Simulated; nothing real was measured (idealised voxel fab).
The document below concerns the process module designated voxel fin reveal.
Cross-section cut: width 295 nm, square cells of 5 nm.
Just so we're on the same page, the cross-sections are grids of square cells, and they're listed out in bands top to bottom, each band one or more rows deep.
Within each band entry, the heights of the top and of the bottom of the band appear first, in that order and in nm; the materials of the band then follow from left to right, each with its corresponding width in nm. The designation "edge to edge" on a single material indicates that it fills the band from edge to edge; the designation "air" indicates empty space.
We count height from 0. Below that, the starting wafer is all one material. The lowest band never ends at the bottom but goes on down; see "z 0 and below" for how that is written.
Per-row width for "30 to 40": begins at first number (top row of band), ends at second number (bottom row), increment between rows held constant.
Any step labelled "nothing changed" changed none of the cells in the cross-section.
"Closed cavities": empty spaces of 8 cells or more with no open way to the top, each given as width x height at distance, distance from the left edge, all in nm.
Whatever follows a step's settings on its line is a remark the simulator itself makes about that step.
What "overlay nm" on a step's line means: if the step has a mask, that mask lay this far to the right of its planned place, or, when the value is negative, to the left.
Pairs follow: section before one process step, section after it down to the lowest changed band, step with settings underneath. Pairs may come from different runs of this module on the same starting wafer; continuity with the pair above only as stated in the "Pre-step cross-section" entry.

# Pre-step cross-section
	z 0 and below | Si edge to edge
	Closed cavities: none

# Resulting Structure
	z 5 to 0 | SiN edge to edge
	Lower than 0, everything is as it was.
	Closed cavities: none
Which operation lies between the before and after views above? op CONFORMAL_DEP | material SiN | thk nm 5

Pre-step cross-section: = after-state of the pair above.

# Resulting Structure
	z 20 to 5 | 120 nm air; 15 nm resist; 20 nm air; 15 nm resist; 125 nm air
	Lower than 5, everything is as it was.
	Closed cavities: none
Which operation lies between the before and after views above? op PATTERN | tone cover | mask id FINS | material resist | width nm 15 | pitch nm 35 | thk nm 15 | overlay nm 0

Pre-step cross-section: = after-state of the pair above.

# Resulting Structure
	z 20 to 5 | 120 nm air; 15 nm resist; 20 nm air; 15 nm resist; 125 nm air
	z 5 to 0 | 120 nm air; 15 nm SiN; 20 nm air; 15 nm SiN; 125 nm air
	Lower than 0, everything is as it was.
	Closed cavities: none
Which operation lies between the before and after views above? op DIRECTIONAL_ETCH | etch materials SiN | depth nm 5

Pre-step cross-section: = after-state of the pair above.

# Resulting Structure
	z 20 to 5 | 120 nm air; 15 nm resist; 20 nm air; 15 nm resist; 125 nm air
	z 5 to 0 | 120 nm air; 15 nm SiN; 20 nm air; 15 nm SiN; 125 nm air
	z 0 to -40 | 120 nm air; 15 nm Si; 20 nm air; 15 nm Si; 125 nm air
	Lower than -40, everything is as it was.
	Closed cavities: none
Which operation lies between the before and after views above? op DIRECTIONAL_ETCH | etch materials Si | depth nm 40

Pre-step cross-section: = after-state of the pair above.

# Resulting Structure
	z 5 to 0 | 120 nm air; 15 nm SiN; 20 nm air; 15 nm SiN; 125 nm air
	Lower than 0, everything is as it was.
	Closed cavities: none
Which operation lies between the before and after views above? op STRIP | etch materials resist

Pre-step cross-section: = after-state of the pair above.

# Resulting Structure
	z 5 to 0 | 120 nm air; 15 nm SiN; 20 nm air; 15 nm SiN; 125 nm air
	z 0 to -40 | 120 nm air; 5 nm SiO2; 5 nm Si; 5 nm SiO2; 20 nm air; 5 nm SiO2; 5 nm Si; 5 nm SiO2; 125 nm air
	z -40 to -45 | 125 nm SiO2; 5 nm Si; 30 nm SiO2; 5 nm Si; 130 nm SiO2
	Lower than -45, everything is as it was.
	Closed cavities: none
Which operation lies between the before and after views above? op OXIDIZE | depth nm 5

Pre-step cross-section: = after-state of the pair above.

# Resulting Structure
	z 10 to 5 | SiO2 edge to edge
	z 5 to 0 | 120 nm SiO2; 15 nm SiN; 20 nm SiO2; 15 nm SiN; 125 nm SiO2
	z 0 to -45 | 125 nm SiO2; 5 nm Si; 30 nm SiO2; 5 nm Si; 130 nm SiO2
	Lower than -45, everything is as it was.
	Closed cavities: none
Which operation lies between the before and after views above? op FILL_DEP | material SiO2 | thk nm 5

Pre-step cross-section: = after-state of the pair above.

# Resulting Structure
	z 5 to 0 | 120 nm SiO2; 15 nm SiN; 20 nm SiO2; 15 nm SiN; 125 nm SiO2
	Lower than 0, everything is as it was.
	Closed cavities: none
Which operation lies between the before and after views above? op CMP | height nm 5

Pre-step cross-section: = after-state of the pair above.

# Resulting Structure
	z 5 to 0 | 120 nm air; 15 nm SiN; 20 nm air; 15 nm SiN; 125 nm air
	z 0 to -15 | 125 nm air; 5 nm Si; 30 nm air; 5 nm Si; 130 nm air
	Lower than -15, everything is as it was.
	Closed cavities: none
Which operation lies between the before and after views above? op SELECTIVE_ETCH | etch materials SiO2 | depth nm 20

Pre-step cross-section: = after-state of the pair above.

# Resulting Structure
	z 0 to -15 | 125 nm air; 5 nm Si; 30 nm air; 5 nm Si; 130 nm air
	Lower than -15, everything is as it was.
	Closed cavities: none
Which operation lies between the before and after views above? op STRIP | etch materials SiN

Pre-step cross-section: = after-state of the pair above.

# Resulting Structure
	z 5 to 0 | 120 nm air; 15 nm SiO2; 20 nm air; 15 nm SiO2; 125 nm air
	z 0 to -10 | 120 nm air; 5 nm SiO2; 5 nm Si; 5 nm SiO2; 20 nm air; 5 nm SiO2; 5 nm Si; 5 nm SiO2; 125 nm air
	z -10 to -45 | 125 nm SiO2; 5 nm Si; 30 nm SiO2; 5 nm Si; 130 nm SiO2
	Lower than -45, everything is as it was.
	Closed cavities: none
Which operation lies between the before and after views above? op CONFORMAL_DEP | material SiO2 | thk nm 5

# Pre-step cross-section
	z 5 to 0 | 120 nm air; 15 nm SiN; 20 nm air; 15 nm SiN; 125 nm air
	z 0 to -15 | 125 nm air; 5 nm Si; 30 nm air; 5 nm Si; 130 nm air
	z -15 to -45 | 125 nm SiO2; 5 nm Si; 30 nm SiO2; 5 nm Si; 130 nm SiO2
	z -45 and below | Si edge to edge
	Closed cavities: none

# Resulting Structure
	z 5 to 0 | 120 nm air; 15 nm SiN; 20 nm air; 15 nm SiN; 125 nm air
	z 0 to -35 | 125 nm air; 5 nm Si; 30 nm air; 5 nm Si; 130 nm air
	Lower than -35, everything is as it was.
	Closed cavities: none
Which operation lies between the before and after views above? op SELECTIVE_ETCH | etch materials SiO2 | depth nm 20

Pre-step cross-section: = after-state of the pair above.

# Resulting Structure
	z 0 to -35 | 125 nm air; 5 nm Si; 30 nm air; 5 nm Si; 130 nm air
	Lower than -35, everything is as it was.
	Closed cavities: none
Which operation lies between the before and after views above? op STRIP | etch materials SiN

Pre-step cross-section: = after-state of the pair above.

# Resulting Structure
	z 5 to 0 | 120 nm air; 15 nm SiO2; 20 nm air; 15 nm SiO2; 125 nm air
	z 0 to -30 | 120 nm air; 5 nm SiO2; 5 nm Si; 5 nm SiO2; 20 nm air; 5 nm SiO2; 5 nm Si; 5 nm SiO2; 125 nm air
	z -30 to -45 | 125 nm SiO2; 5 nm Si; 30 nm SiO2; 5 nm Si; 130 nm SiO2
	Lower than -45, everything is as it was.
	Closed cavities: none
Which operation lies between the before and after views above? op CONFORMAL_DEP | material SiO2 | thk nm 5

# Pre-step cross-section
	z 5 to 0 | 120 nm SiO2; 15 nm SiN; 20 nm SiO2; 15 nm SiN; 125 nm SiO2
	z 0 to -45 | 125 nm SiO2; 5 nm Si; 30 nm SiO2; 5 nm Si; 130 nm SiO2
	z -45 and below | Si edge to edge
	Closed cavities: none

# Resulting Structure
	z 5 to 0 | 120 nm SiO2; 15 nm air; 20 nm SiO2; 15 nm air; 125 nm SiO2
	Lower than 0, everything is as it was.
	Closed cavities: none
Which operation lies between the before and after views above? op STRIP | etch materials SiN

Pre-step cross-section: = after-state of the pair above.

# Resulting Structure
	z 0 to -15 | 125 nm air; 5 nm Si; 30 nm air; 5 nm Si; 130 nm air
	z -15 to -20 | 100 nm SiO2; 25 nm air; 5 nm Si; 30 nm air; 5 nm Si; 25 nm air; 105 nm SiO2
	Lower than -20, everything is as it was.
	Closed cavities: none
Which operation lies between the before and after views above? op SELECTIVE_ETCH | etch materials SiO2 | depth nm 20

Pre-step cross-section: = after-state of the pair above.

# Resulting Structure
	z 5 to 0 | 120 nm air; 15 nm SiO2; 20 nm air; 15 nm SiO2; 125 nm air
	z 0 to -10 | 120 nm air; 5 nm SiO2; 5 nm Si; 5 nm SiO2; 20 nm air; 5 nm SiO2; 5 nm Si; 5 nm SiO2; 125 nm air
	z -10 to -15 | 105 nm SiO2; 15 nm air; 5 nm SiO2; 5 nm Si; 5 nm SiO2; 20 nm air; 5 nm SiO2; 5 nm Si; 5 nm SiO2; 15 nm air; 110 nm SiO2
	z -15 to -45 | 125 nm SiO2; 5 nm Si; 30 nm SiO2; 5 nm Si; 130 nm SiO2
	Lower than -45, everything is as it was.
	Closed cavities: none
Which operation lies between the before and after views above? op CONFORMAL_DEP | material SiO2 | thk nm 5

# Pre-step cross-section
	z 5 to 0 | 120 nm SiO2; 15 nm SiN; 20 nm SiO2; 15 nm SiN; 125 nm SiO2
	z 0 to -45 | 125 nm SiO2; 5 nm Si; 30 nm SiO2; 5 nm Si; 130 nm SiO2
	z -45 and below | Si edge to edge
	Closed cavities: none

# Resulting Structure
	z 5 to 0 | 120 nm air; 15 nm SiN; 20 nm air; 15 nm SiN; 125 nm air
	z 0 to -25 | 125 nm air; 5 nm Si; 30 nm air; 5 nm Si; 130 nm air
	Lower than -25, everything is as it was.
	Closed cavities: none
Which operation lies between the before and after views above? op SELECTIVE_ETCH | etch materials SiO2 | depth nm 30

Pre-step cross-section: = after-state of the pair above.

# Resulting Structure
	z 0 to -25 | 125 nm air; 5 nm Si; 30 nm air; 5 nm Si; 130 nm air
	Lower than -25, everything is as it was.
	Closed cavities: none
Which operation lies between the before and after views above? op STRIP | etch materials SiN

Pre-step cross-section: = after-state of the pair above.

# Resulting Structure
	z 5 to 0 | 120 nm air; 15 nm SiO2; 20 nm air; 15 nm SiO2; 125 nm air
	z 0 to -20 | 120 nm air; 5 nm SiO2; 5 nm Si; 5 nm SiO2; 20 nm air; 5 nm SiO2; 5 nm Si; 5 nm SiO2; 125 nm air
	z -20 to -45 | 125 nm SiO2; 5 nm Si; 30 nm SiO2; 5 nm Si; 130 nm SiO2
	Lower than -45, everything is as it was.
	Closed cavities: none
Which operation lies between the before and after views above? op CONFORMAL_DEP | material SiO2 | thk nm 5

# Pre-step cross-section
	z 5 to 0 | SiN edge to edge
	z 0 and below | Si edge to edge
	Closed cavities: none

# Resulting Structure
	z 20 to 5 | 120 nm air; 20 nm resist; 15 nm air; 20 nm resist; 120 nm air
	Lower than 5, everything is as it was.
	Closed cavities: none
Which operation lies between the before and after views above? op PATTERN | tone cover | mask id FINS | material resist | width nm 20 | pitch nm 35 | thk nm 15 | overlay nm 0

Pre-step cross-section: = after-state of the pair above.

# Resulting Structure
	z 20 to 5 | 120 nm air; 20 nm resist; 15 nm air; 20 nm resist; 120 nm air
	z 5 to 0 | 120 nm air; 20 nm SiN; 15 nm air; 20 nm SiN; 120 nm air
	Lower than 0, everything is as it was.
	Closed cavities: none
Which operation lies between the before and after views above? op DIRECTIONAL_ETCH | etch materials SiN | depth nm 5

Pre-step cross-section: = after-state of the pair above.

# Resulting Structure
	z 20 to 5 | 120 nm air; 20 nm resist; 15 nm air; 20 nm resist; 120 nm air
	z 5 to 0 | 120 nm air; 20 nm SiN; 15 nm air; 20 nm SiN; 120 nm air
	z 0 to -40 | 120 nm air; 20 nm Si; 15 nm air; 20 nm Si; 120 nm air
	Lower than -40, everything is as it was.
	Closed cavities: none
Which operation lies between the before and after views above? op DIRECTIONAL_ETCH | etch materials Si | depth nm 40

Pre-step cross-section: = after-state of the pair above.

# Resulting Structure
	z 5 to 0 | 120 nm air; 20 nm SiN; 15 nm air; 20 nm SiN; 120 nm air
	Lower than 0, everything is as it was.
	Closed cavities: none
Which operation lies between the before and after views above? op STRIP | etch materials resist

Pre-step cross-section: = after-state of the pair above.

# Resulting Structure
	z 5 to 0 | 120 nm air; 20 nm SiN; 15 nm air; 20 nm SiN; 120 nm air
	z 0 to -40 | 120 nm air; 5 nm SiO2; 10 nm Si; 5 nm SiO2; 15 nm air; 5 nm SiO2; 10 nm Si; 5 nm SiO2; 120 nm air
	z -40 to -45 | 125 nm SiO2; 10 nm Si; 25 nm SiO2; 10 nm Si; 125 nm SiO2
	Lower than -45, everything is as it was.
	Closed cavities: none
Which operation lies between the before and after views above? op OXIDIZE | depth nm 5

Pre-step cross-section: = after-state of the pair above.

# Resulting Structure
	z 10 to 5 | SiO2 edge to edge
	z 5 to 0 | 120 nm SiO2; 20 nm SiN; 15 nm SiO2; 20 nm SiN; 120 nm SiO2
	z 0 to -45 | 125 nm SiO2; 10 nm Si; 25 nm SiO2; 10 nm Si; 125 nm SiO2
	Lower than -45, everything is as it was.
	Closed cavities: none
Which operation lies between the before and after views above? op FILL_DEP | material SiO2 | thk nm 5

Pre-step cross-section: = after-state of the pair above.

# Resulting Structure
	z 5 to 0 | 120 nm SiO2; 20 nm SiN; 15 nm SiO2; 20 nm SiN; 120 nm SiO2
	Lower than 0, everything is as it was.
	Closed cavities: none
Which operation lies between the before and after views above? op CMP | height nm 5

Pre-step cross-section: = after-state of the pair above.

# Resulting Structure
	z 5 to 0 | 120 nm air; 20 nm SiN; 15 nm air; 20 nm SiN; 120 nm air
	z 0 to -15 | 125 nm air; 10 nm Si; 25 nm air; 10 nm Si; 125 nm air
	Lower than -15, everything is as it was.
	Closed cavities: none
Which operation lies between the before and after views above? op SELECTIVE_ETCH | etch materials SiO2 | depth nm 20

Pre-step cross-section: = after-state of the pair above.

# Resulting Structure
	z 0 to -15 | 125 nm air; 10 nm Si; 25 nm air; 10 nm Si; 125 nm air
	Lower than -15, everything is as it was.
	Closed cavities: none
Which operation lies between the before and after views above? op STRIP | etch materials SiN

Pre-step cross-section: = after-state of the pair above.

# Resulting Structure
	z 5 to 0 | 120 nm air; 20 nm SiO2; 15 nm air; 20 nm SiO2; 120 nm air
	z 0 to -10 | 120 nm air; 5 nm SiO2; 10 nm Si; 5 nm SiO2; 15 nm air; 5 nm SiO2; 10 nm Si; 5 nm SiO2; 120 nm air
	z -10 to -45 | 125 nm SiO2; 10 nm Si; 25 nm SiO2; 10 nm Si; 125 nm SiO2
	Lower than -45, everything is as it was.
	Closed cavities: none
Which operation lies between the before and after views above? op CONFORMAL_DEP | material SiO2 | thk nm 5

# Pre-step cross-section
	z 5 to 0 | SiN edge to edge
	z 0 and below | Si edge to edge
	Closed cavities: none

# Resulting Structure
	z 20 to 5 | 125 nm air; 15 nm resist; 20 nm air; 15 nm resist; 120 nm air
	Lower than 5, everything is as it was.
	Closed cavities: none
Which operation lies between the before and after views above? op PATTERN | tone cover | mask id FINS | material resist | width nm 15 | pitch nm 35 | thk nm 15 | overlay nm 5

Pre-step cross-section: = after-state of the pair above.

# Resulting Structure
	z 20 to 5 | 125 nm air; 15 nm resist; 20 nm air; 15 nm resist; 120 nm air
	z 5 to 0 | 125 nm air; 15 nm SiN; 20 nm air; 15 nm SiN; 120 nm air
	Lower than 0, everything is as it was.
	Closed cavities: none
Which operation lies between the before and after views above? op DIRECTIONAL_ETCH | etch materials SiN | depth nm 5

Pre-step cross-section: = after-state of the pair above.

# Resulting Structure
	z 20 to 5 | 125 nm air; 15 nm resist; 20 nm air; 15 nm resist; 120 nm air
	z 5 to 0 | 125 nm air; 15 nm SiN; 20 nm air; 15 nm SiN; 120 nm air
	z 0 to -40 | 125 nm air; 15 nm Si; 20 nm air; 15 nm Si; 120 nm air
	Lower than -40, everything is as it was.
	Closed cavities: none
Which operation lies between the before and after views above? op DIRECTIONAL_ETCH | etch materials Si | depth nm 40

Pre-step cross-section: = after-state of the pair above.

# Resulting Structure
	z 5 to 0 | 125 nm air; 15 nm SiN; 20 nm air; 15 nm SiN; 120 nm air
	Lower than 0, everything is as it was.
	Closed cavities: none
Which operation lies between the before and after views above? op STRIP | etch materials resist

Pre-step cross-section: = after-state of the pair above.

# Resulting Structure
	z 5 to 0 | 125 nm air; 15 nm SiN; 20 nm air; 15 nm SiN; 120 nm air
	z 0 to -40 | 125 nm air; 5 nm SiO2; 5 nm Si; 5 nm SiO2; 20 nm air; 5 nm SiO2; 5 nm Si; 5 nm SiO2; 120 nm air
	z -40 to -45 | 130 nm SiO2; 5 nm Si; 30 nm SiO2; 5 nm Si; 125 nm SiO2
	Lower than -45, everything is as it was.
	Closed cavities: none
Which operation lies between the before and after views above? op OXIDIZE | depth nm 5

Pre-step cross-section: = after-state of the pair above.

# Resulting Structure
	z 10 to 5 | SiO2 edge to edge
	z 5 to 0 | 125 nm SiO2; 15 nm SiN; 20 nm SiO2; 15 nm SiN; 120 nm SiO2
	z 0 to -45 | 130 nm SiO2; 5 nm Si; 30 nm SiO2; 5 nm Si; 125 nm SiO2
	Lower than -45, everything is as it was.
	Closed cavities: none
Which operation lies between the before and after views above? op FILL_DEP | material SiO2 | thk nm 5

Pre-step cross-section: = after-state of the pair above.

# Resulting Structure
	z 5 to 0 | 125 nm SiO2; 15 nm SiN; 20 nm SiO2; 15 nm SiN; 120 nm SiO2
	Lower than 0, everything is as it was.
	Closed cavities: none
Which operation lies between the before and after views above? op CMP | height nm 5

Pre-step cross-section: = after-state of the pair above.

# Resulting Structure
	z 5 to 0 | 125 nm air; 15 nm SiN; 20 nm air; 15 nm SiN; 120 nm air
	z 0 to -15 | 130 nm air; 5 nm Si; 30 nm air; 5 nm Si; 125 nm air
	Lower than -15, everything is as it was.
	Closed cavities: none
Which operation lies between the before and after views above? op SELECTIVE_ETCH | etch materials SiO2 | depth nm 20

Pre-step cross-section: = after-state of the pair above.

# Resulting Structure
	z 0 to -15 | 130 nm air; 5 nm Si; 30 nm air; 5 nm Si; 125 nm air
	Lower than -15, everything is as it was.
	Closed cavities: none
Which operation lies between the before and after views above? op STRIP | etch materials SiN

Pre-step cross-section: = after-state of the pair above.

# Resulting Structure
	z 5 to 0 | 125 nm air; 15 nm SiO2; 20 nm air; 15 nm SiO2; 120 nm air
	z 0 to -10 | 125 nm air; 5 nm SiO2; 5 nm Si; 5 nm SiO2; 20 nm air; 5 nm SiO2; 5 nm Si; 5 nm SiO2; 120 nm air
	z -10 to -45 | 130 nm SiO2; 5 nm Si; 30 nm SiO2; 5 nm Si; 125 nm SiO2
	Lower than -45, everything is as it was.
	Closed cavities: none
Which operation lies between the before and after views above? op CONFORMAL_DEP | material SiO2 | thk nm 5

# Pre-step cross-section
	z 0 to -15 | 125 nm air; 5 nm Si; 30 nm air; 5 nm Si; 130 nm air
	z -15 to -45 | 125 nm SiO2; 5 nm Si; 30 nm SiO2; 5 nm Si; 130 nm SiO2
	z -45 and below | Si edge to edge
	Closed cavities: none

# Resulting Structure
	z 5 to 0 | 120 nm air; 15 nm SiN; 20 nm air; 15 nm SiN; 125 nm air
	z 0 to -10 | 120 nm air; 5 nm SiN; 5 nm Si; 5 nm SiN; 20 nm air; 5 nm SiN; 5 nm Si; 5 nm SiN; 125 nm air
	z -10 to -15 | 125 nm SiN; 5 nm Si; 30 nm SiN; 5 nm Si; 130 nm SiN
	Lower than -15, everything is as it was.
	Closed cavities: none
Which operation lies between the before and after views above? op CONFORMAL_DEP | material SiN | thk nm 5

# Pre-step cross-section
	z 5 to 0 | SiN edge to edge
	z 0 and below | Si edge to edge
	Closed cavities: none

# Resulting Structure
	z 20 to 5 | 120 nm resist; 15 nm air; 20 nm resist; 15 nm air; 125 nm resist
	Lower than 5, everything is as it was.
	Closed cavities: none
Which operation lies between the before and after views above? op PATTERN | tone open | mask id FINS | material resist | width nm 15 | pitch nm 35 | thk nm 15 | overlay nm 0

Pre-step cross-section: = after-state of the pair above.

# Resulting Structure
	z 20 to 5 | 120 nm resist; 15 nm air; 20 nm resist; 15 nm air; 125 nm resist
	z 5 to 0 | 120 nm SiN; 15 nm air; 20 nm SiN; 15 nm air; 125 nm SiN
	Lower than 0, everything is as it was.
	Closed cavities: none
Which operation lies between the before and after views above? op DIRECTIONAL_ETCH | etch materials SiN | depth nm 5

Pre-step cross-section: = after-state of the pair above.

# Resulting Structure
	z 20 to 5 | 120 nm resist; 15 nm air; 20 nm resist; 15 nm air; 125 nm resist
	z 5 to 0 | 120 nm SiN; 15 nm air; 20 nm SiN; 15 nm air; 125 nm SiN
	z 0 to -40 | 120 nm Si; 15 nm air; 20 nm Si; 15 nm air; 125 nm Si
	Lower than -40, everything is as it was.
	Closed cavities: none
Which operation lies between the before and after views above? op DIRECTIONAL_ETCH | etch materials Si | depth nm 40

Pre-step cross-section: = after-state of the pair above.

# Resulting Structure
	z 5 to 0 | 120 nm SiN; 15 nm air; 20 nm SiN; 15 nm air; 125 nm SiN
	Lower than 0, everything is as it was.
	Closed cavities: none
Which operation lies between the before and after views above? op STRIP | etch materials resist

Pre-step cross-section: = after-state of the pair above.

# Resulting Structure
	z 5 to 0 | 120 nm SiN; 15 nm air; 20 nm SiN; 15 nm air; 125 nm SiN
	z 0 to -40 | 115 nm Si; 5 nm SiO2; 15 nm air; 5 nm SiO2; 10 nm Si; 5 nm SiO2; 15 nm air; 5 nm SiO2; 120 nm Si
	z -40 to -45 | 115 nm Si; 25 nm SiO2; 10 nm Si; 25 nm SiO2; 120 nm Si
	Lower than -45, everything is as it was.
	Closed cavities: none
Which operation lies between the before and after views above? op OXIDIZE | depth nm 5

Pre-step cross-section: = after-state of the pair above.

# Resulting Structure
	z 10 to 5 | SiO2 edge to edge
	z 5 to 0 | 120 nm SiN; 15 nm SiO2; 20 nm SiN; 15 nm SiO2; 125 nm SiN
	z 0 to -45 | 115 nm Si; 25 nm SiO2; 10 nm Si; 25 nm SiO2; 120 nm Si
	Lower than -45, everything is as it was.
	Closed cavities: none
Which operation lies between the before and after views above? op FILL_DEP | material SiO2 | thk nm 5

Pre-step cross-section: = after-state of the pair above.

# Resulting Structure
	z 5 to 0 | 120 nm SiN; 15 nm SiO2; 20 nm SiN; 15 nm SiO2; 125 nm SiN
	Lower than 0, everything is as it was.
	Closed cavities: none
Which operation lies between the before and after views above? op CMP | height nm 5

Pre-step cross-section: = after-state of the pair above.

# Resulting Structure
	z 5 to 0 | 120 nm SiN; 15 nm air; 20 nm SiN; 15 nm air; 125 nm SiN
	z 0 to -15 | 115 nm Si; 25 nm air; 10 nm Si; 25 nm air; 120 nm Si
	Lower than -15, everything is as it was.
	Closed cavities: none
Which operation lies between the before and after views above? op SELECTIVE_ETCH | etch materials SiO2 | depth nm 20

Pre-step cross-section: = after-state of the pair above.

# Resulting Structure
	z 0 to -15 | 115 nm Si; 25 nm air; 10 nm Si; 25 nm air; 120 nm Si
	Lower than -15, everything is as it was.
	Closed cavities: none
Which operation lies between the before and after views above? op STRIP | etch materials SiN

Pre-step cross-section: = after-state of the pair above.

# Resulting Structure
	z 5 to 0 | 120 nm SiO2; 15 nm air; 20 nm SiO2; 15 nm air; 125 nm SiO2
	z 0 to -10 | 115 nm Si; 5 nm SiO2; 15 nm air; 5 nm SiO2; 10 nm Si; 5 nm SiO2; 15 nm air; 5 nm SiO2; 120 nm Si
	z -10 to -45 | 115 nm Si; 25 nm SiO2; 10 nm Si; 25 nm SiO2; 120 nm Si
	Lower than -45, everything is as it was.
	Closed cavities: none
Which operation lies between the before and after views above? op CONFORMAL_DEP | material SiO2 | thk nm 5
